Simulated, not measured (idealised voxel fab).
The following is a process module called voxel wiring stack.
FYI the section here is cut, 190 nm wide, cells are 5 nm squares.
Just so we're on the same page, the cross-sections are grids of square cells, and they're listed out in bands top to bottom, each band one or more rows deep.
For a band, the entry starts with two heights in nm, that of the top and then that of the bottom, and carries on with the band's materials in order from left to right, each alongside its width in nm; the word "edge to edge" beside a single material means it fills the band edge to edge, and "blank" means empty space.
Heads up on the height convention: 0 is the point under which the incoming wafer is all one material, and the lowest band has no bottom, it just keeps going down, like "0..down".
Think of "30 to 40" as a width that walks from the first number to the second as you go down the band, top row to bottom row, taking equal-sized steps from row to row.
Step note "nothing got changed" = no cross-section cell changed.
What "Cavities, closed" gives you is every empty space of 8 cells or more that is cut off from the top. Each appears as width x height at distance, with the distance taken from the left edge and width, height and distance all in nm.
Post-settings text on a step line: simulator's own remark regarding the step.
overlay nm: where the mask lay relative to plan, measured to the right, on steps with a mask; negatives go left.

**Planned step list for the process**
- 1: RECEIVE | material Si
- 2: CONFORMAL_DEP | material SiO2 | thk nm 10
- 3: CONFORMAL_DEP | material SiCN | thk nm 5
- 4: DIRECTIONAL_DEP | material lowk | thk nm 25
- 5: DIRECTIONAL_DEP | material aC | thk nm 15
- 6: PATTERN | tone open | mask id METAL_1 | material resist | width nm 20 | pitch nm 40 | thk nm 35 | overlay nm 0
- 7: DIRECTIONAL_ETCH | etch materials aC | depth nm 15
- 8: STRIP | etch materials resist
- 9: DIRECTIONAL_ETCH | etch materials lowk | depth nm 25
- 10: DIRECTIONAL_ETCH | etch materials SiCN | depth nm 5
- 11: STRIP | etch materials aC
- 12: CONFORMAL_DEP | material TiN | thk nm 5
- 13: FILL_DEP | material Ru | thk nm 5
- 14: CMP | height nm 40
- 15: CONFORMAL_DEP | material SiCN | thk nm 5
- 16: DIRECTIONAL_DEP | material lowk | thk nm 15
- 17: DIRECTIONAL_DEP | material aC | thk nm 15
- 18: PATTERN | tone open | mask id PLUG_1 | material resist | width nm 15 | pitch nm 40 | thk nm 35 | overlay nm 0
- 19: DIRECTIONAL_ETCH | etch materials aC | depth nm 15
- 20: STRIP | etch materials resist
- 21: DIRECTIONAL_ETCH | etch materials lowk | depth nm 15
- 22: DIRECTIONAL_ETCH | etch materials SiCN | depth nm 5
- 23: STRIP | etch materials aC
- 24: EPI | material Ru | thk nm 10
- 25: EPI | material Ru | thk nm 10
- 26: CONFORMAL_DEP | material SiN | thk nm 5
- 27: DIRECTIONAL_DEP | material SiO2 | thk nm 15
- 28: MASKED_ETCH | tone open | mask id METAL_2 | width nm 20 | pitch nm 40 | etch materials SiO2 | depth nm 15 | overlay nm 0
- 29: MASKED_ETCH | tone open | mask id METAL_2 | width nm 20 | pitch nm 40 | etch materials SiN | depth nm 5 | overlay nm 0
- 30: CONFORMAL_DEP | material TiN | thk nm 5
- 31: FILL_DEP | material W | thk nm 10
- 32: CMP | height nm 80
- 33: CONFORMAL_DEP | material SiN | thk nm 5

**So this is the incoming wafer in cross-section - it's already been through step 1**
    0..down | Si edge to edge
    Cavities, closed: none

**End-of-module XS, first of two wafers, run as planned**
    85..80 | SiN edge to edge
    80..65 | 25 SiO2  5 TiN  10 W  5 TiN  20 SiO2  5 TiN  10 W  5 TiN  20 SiO2  5 TiN  10 W  5 TiN  20 SiO2  5 TiN  10 W  5 TiN  25 SiO2
    65..60 | 25 SiN  20 TiN  20 SiN  20 TiN  20 SiN  20 TiN  20 SiN  20 TiN  25 SiN
    60..45 | 25 lowk  15 Ru  25 lowk  15 Ru  25 lowk  15 Ru  25 lowk  15 Ru  30 lowk
    45..40 | 25 SiCN  15 Ru  25 SiCN  15 Ru  25 SiCN  15 Ru  25 SiCN  15 Ru  30 SiCN
    40..15 | 25 lowk  5 TiN  10 Ru  5 TiN  20 lowk  5 TiN  10 Ru  5 TiN  20 lowk  5 TiN  10 Ru  5 TiN  20 lowk  5 TiN  10 Ru  5 TiN  25 lowk
    15..10 | 25 SiCN  20 TiN  20 SiCN  20 TiN  20 SiCN  20 TiN  20 SiCN  20 TiN  25 SiCN
    10..0 | SiO2 edge to edge
    0..down | Si edge to edge
    Cavities, closed: none

**second wafer at the end: like start, like plan, one mistake**
    85..80 | SiN edge to edge
    80..70 | 20 W  5 TiN  20 SiO2  5 TiN  10 W  5 TiN  20 SiO2  5 TiN  10 W  5 TiN  20 SiO2  5 TiN  10 W  5 TiN  20 SiO2  5 TiN  20 W
    70..65 | 25 TiN  20 SiO2  20 TiN  20 SiO2  20 TiN  20 SiO2  20 TiN  20 SiO2  25 TiN
    65..60 | SiN edge to edge
    60..45 | 25 lowk  15 Ru  25 lowk  15 Ru  25 lowk  15 Ru  25 lowk  15 Ru  30 lowk
    45..40 | 25 SiCN  15 Ru  25 SiCN  15 Ru  25 SiCN  15 Ru  25 SiCN  15 Ru  30 SiCN
    40..15 | 25 lowk  5 TiN  10 Ru  5 TiN  20 lowk  5 TiN  10 Ru  5 TiN  20 lowk  5 TiN  10 Ru  5 TiN  20 lowk  5 TiN  10 Ru  5 TiN  25 lowk
    15..10 | 25 SiCN  20 TiN  20 SiCN  20 TiN  20 SiCN  20 TiN  20 SiCN  20 TiN  25 SiCN
    10..0 | SiO2 edge to edge
    0..down | Si edge to edge
    Cavities, closed: none
The plan and the run diverged here: step 28 off recipe, ran as MASKED_ETCH | tone cover | mask id METAL_2 | width nm 20 | pitch nm 40 | etch materials SiO2 | depth nm 15 | overlay nm 0
The second wafer ends with more or fewer cells of some materials than the first, per final count: SiN +16, SiO2 -18, TiN -2, W +4
